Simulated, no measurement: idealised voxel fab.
Process module name: voxel air gaps
Square cell edge 5 nm, section width 170 nm, ID cut.
Cross-section, as written here: a square-cell grid given band by band from the top down, where a band holds one or more rows of cells. Quick guide to a band line: top height, bottom height (nm) up front; then every material left to right with its width in nm. Only one material and it's marked "everywhere"? Then it fills the band edge to edge. And "blank" just means empty space. Ref level 0: as-received wafer is one material below here. Bottom band extends down with no lower bound ("0 and below"). Per-row width for "30..40": begins at first number (top row of band), ends at second number (bottom row), increment between rows held constant. Where a step carries "left unchanged", the cross-section came out of it unchanged, cell for cell. "Sealed-off cavities" means: voids of 8 cells or more that are shut off from the top with no open way through. Written width x height at distance, distance from the left edge, in nm. after a step's settings: what the simulator itself notes on the step. On any step carrying a mask, the "overlay nm" setting, if present on the step's line, tells how far right of its planned place the mask lay; negative values point to the left.
PLANNED STEP LIST FOR THE PROCESS
1: RECEIVE, material Si
2: CONFORMAL_DEP, material SiO2, thk nm 15
3: CONFORMAL_DEP, material SiN, thk nm 5
4: DIRECTIONAL_DEP, material SiO2, thk nm 40
5: MASKED_ETCH, tone open, mask id LINES, width nm 25, pitch nm 50, etch materials SiO2, depth nm 40, overlay nm 0
6: CONFORMAL_DEP, material TiN, thk nm 5
7: FILL_DEP, material W, thk nm 5
8: CMP, height nm 60
9: EPI, material Ru, thk nm 10
10: SELECTIVE_ETCH, etch materials SiO2, depth nm 50
11: CONFORMAL_DEP, material SiCN, thk nm 5
CROSS-SECTION: WAFER ON ARRIVAL = AFTER STEP 1
- 0 and below  Si everywhere
- Sealed-off cavities: none
WAFER CROSS-SECTION AT MODULE END: FIRST OF TWO, RUN TO PLAN
- 75 down to 70  5 nm blank / 155 nm SiCN / 10 nm blank
- 70 down to 60  5 nm blank / 5 nm SiCN / 45 nm Ru / 5 nm SiCN / 45 nm Ru / 5 nm SiCN / 45 nm Ru / 5 nm SiCN / 10 nm blank
- 60 down to 55  5 nm blank / 15 nm SiCN / 5 nm TiN / 15 nm W / 5 nm TiN / 25 nm SiCN / 5 nm TiN / 15 nm W / 5 nm TiN / 25 nm SiCN / 5 nm TiN / 15 nm W / 5 nm TiN / 15 nm SiCN / 10 nm blank
- 55 down to 25  15 nm blank / 5 nm SiCN / 5 nm TiN / 15 nm W / 5 nm TiN / 5 nm SiCN / 15 nm blank / 5 nm SiCN / 5 nm TiN / 15 nm W / 5 nm TiN / 5 nm SiCN / 15 nm blank / 5 nm SiCN / 5 nm TiN / 15 nm W / 5 nm TiN / 5 nm SiCN / 20 nm blank
- 25 down to 20  20 nm SiCN / 25 nm TiN / 25 nm SiCN / 25 nm TiN / 25 nm SiCN / 25 nm TiN / 25 nm SiCN
- 20 down to 15  SiN everywhere
- 15 down to 0  SiO2 everywhere
- 0 and below  Si everywhere
- Sealed-off cavities: 15 x 30 at 50; 15 x 30 at 100
THE SECOND WAFER, SHOWN IN CROSS-SECTION AFTER THE MODULE: STARTED THE SAME WAY AS THE FIRST AND GIVEN THE SAME PLAN, YET ONE MISTAKE CREPT INTO HOW IT WAS RUN
- 75 down to 70  SiCN everywhere
- 70 down to 60  30 nm Ru / 5 nm SiCN / 45 nm Ru / 5 nm SiCN / 45 nm Ru / 5 nm SiCN / 35 nm Ru
- 60 down to 55  15 nm W / 5 nm TiN / 25 nm SiCN / 5 nm TiN / 15 nm W / 5 nm TiN / 25 nm SiCN / 5 nm TiN / 15 nm W / 5 nm TiN / 25 nm SiCN / 5 nm TiN / 20 nm W
- 55 down to 25  15 nm W / 5 nm TiN / 5 nm SiCN / 15 nm blank / 5 nm SiCN / 5 nm TiN / 15 nm W / 5 nm TiN / 5 nm SiCN / 15 nm blank / 5 nm SiCN / 5 nm TiN / 15 nm W / 5 nm TiN / 5 nm SiCN / 15 nm blank / 5 nm SiCN / 5 nm TiN / 20 nm W
- 25 down to 20  20 nm TiN / 25 nm SiCN / 25 nm TiN / 25 nm SiCN / 25 nm TiN / 25 nm SiCN / 25 nm TiN
- 20 down to 15  SiN everywhere
- 15 down to 0  SiO2 everywhere
- 0 and below  Si everywhere
- Sealed-off cavities: 15 x 30 at 25; 15 x 30 at 75; 15 x 30 at 125
Deviation noted in wafer processing: step 5 off recipe, ran as MASKED_ETCH, tone cover, mask id LINES, width nm 25, pitch nm 50, etch materials SiO2, depth nm 40, overlay nm 0
Wafer comparison, final, in cells, second relative to first, materials more or fewer: Ru +8, SiCN -4, TiN +4, W +28
Final observation: first wafer, 2 closed voids; second wafer, 3 closed voids.
